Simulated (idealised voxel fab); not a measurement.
process module | voxel spacer lines
cross-section cut | 300 nm wide | cells 5 nm
A cross-section is a grid of square cells, given in bands from the top down. A band is one or more rows of cells.
Each band's line starts with the height of the band's top and of its bottom, in nm. Then come its materials from left to right, each with its width in nm. One material with "throughout" fills the band from edge to edge. "air" is empty space.
Height 0 is the level under which the wafer as received is all one material. The lowest band goes on downwards, as in "0 down".
A width such as "30 to 40" changes by the same amount from each row of cells to the next, from the band's top row to its bottom row.
"no change" after a step means that no cell of the cross-section changed.
closed voids: empty space of 8 cells or more with no open way to the top, each as width x height at its distance from the left edge, in nm
after a step's settings: what the simulator itself notes on the step
overlay nm, on a step with a mask: how far to the right of its planned place the mask lay; to the left if negative
plan
1 op RECEIVE | material Si
2 op CONFORMAL_DEP | material Al2O3 | thk nm 5
3 op DIRECTIONAL_DEP | material W | thk nm 10
4 op DIRECTIONAL_DEP | material aC | thk nm 20
5 op PATTERN | tone cover | mask id MANDREL | material resist | width nm 15 | pitch nm 50 | thk nm 30 | overlay nm 0
6 op DIRECTIONAL_ETCH | etch materials aC | depth nm 20
7 op STRIP | etch materials resist
8 op CONFORMAL_DEP | material SiO2 | thk nm 10
9 op DIRECTIONAL_ETCH | etch materials SiO2 | depth nm 10
10 op STRIP | etch materials aC
11 op DIRECTIONAL_ETCH | etch materials W | depth nm 10
12 op STRIP | etch materials SiO2
13 op FILL_DEP | material SiO2 | thk nm 5
14 op CMP | height nm 15
first wafer, as planned
as received, after step 1
  0 down: Si throughout
  closed voids: none
after step 2
  5 to 0: Al2O3 throughout
  below 0: unchanged
after step 3
  15 to 5: W throughout
  below 5: unchanged
after step 4
  35 to 15: aC throughout
  below 15: unchanged
after step 5
  65 to 35: air 90 | resist 15 | air 35 | resist 15 | air 35 | resist 15 | air 95
  below 35: unchanged
after step 6
  45 to 35: air 90 | resist 15 | air 35 | resist 15 | air 35 | resist 15 | air 95
  35 to 15: air 90 | aC 15 | air 35 | aC 15 | air 35 | aC 15 | air 95
  below 15: unchanged
after step 7
  35 to 15: air 90 | aC 15 | air 35 | aC 15 | air 35 | aC 15 | air 95
  below 15: unchanged
after step 8
  45 to 35: air 80 | SiO2 35 | air 15 | SiO2 35 | air 15 | SiO2 35 | air 85
  35 to 25: air 80 | SiO2 10 | aC 15 | SiO2 10 | air 15 | SiO2 10 | aC 15 | SiO2 10 | air 15 | SiO2 10 | aC 15 | SiO2 10 | air 85
  25 to 15: SiO2 90 | aC 15 | SiO2 35 | aC 15 | SiO2 35 | aC 15 | SiO2 95
  below 15: unchanged
after step 9
  35 to 15: air 80 | SiO2 10 | aC 15 | SiO2 10 | air 15 | SiO2 10 | aC 15 | SiO2 10 | air 15 | SiO2 10 | aC 15 | SiO2 10 | air 85
  below 15: unchanged
after step 10
  35 to 15: air 80 | SiO2 10 | air 15 | SiO2 10 | air 15 | SiO2 10 | air 15 | SiO2 10 | air 15 | SiO2 10 | air 15 | SiO2 10 | air 85
  below 15: unchanged
after step 11
  35 to 15: air 80 | SiO2 10 | air 15 | SiO2 10 | air 15 | SiO2 10 | air 15 | SiO2 10 | air 15 | SiO2 10 | air 15 | SiO2 10 | air 85
  15 to 5: air 80 | W 10 | air 15 | W 10 | air 15 | W 10 | air 15 | W 10 | air 15 | W 10 | air 15 | W 10 | air 85
  below 5: unchanged
after step 12
  15 to 5: air 80 | W 10 | air 15 | W 10 | air 15 | W 10 | air 15 | W 10 | air 15 | W 10 | air 15 | W 10 | air 85
  below 5: unchanged
after step 13
  20 to 15: SiO2 throughout
  15 to 5: SiO2 80 | W 10 | SiO2 15 | W 10 | SiO2 15 | W 10 | SiO2 15 | W 10 | SiO2 15 | W 10 | SiO2 15 | W 10 | SiO2 85
  below 5: unchanged
after step 14
  15 to 5: SiO2 80 | W 10 | SiO2 15 | W 10 | SiO2 15 | W 10 | SiO2 15 | W 10 | SiO2 15 | W 10 | SiO2 15 | W 10 | SiO2 85
  below 5: unchanged
second wafer: like start, like plan, one mistake. Through step 12 it matches the first wafer
when step 13 should have ended
  25 to 15: SiO2 throughout
  15 to 5: SiO2 80 | W 10 | SiO2 15 | W 10 | SiO2 15 | W 10 | SiO2 15 | W 10 | SiO2 15 | W 10 | SiO2 15 | W 10 | SiO2 85
  below 5: unchanged
when step 14 should have ended
  15 to 5: SiO2 80 | W 10 | SiO2 15 | W 10 | SiO2 15 | W 10 | SiO2 15 | W 10 | SiO2 15 | W 10 | SiO2 15 | W 10 | SiO2 85
  below 5: unchanged
what went wrong: step 13 was run twice
at the end the two cross-sections are the same: no effect in what this model computes
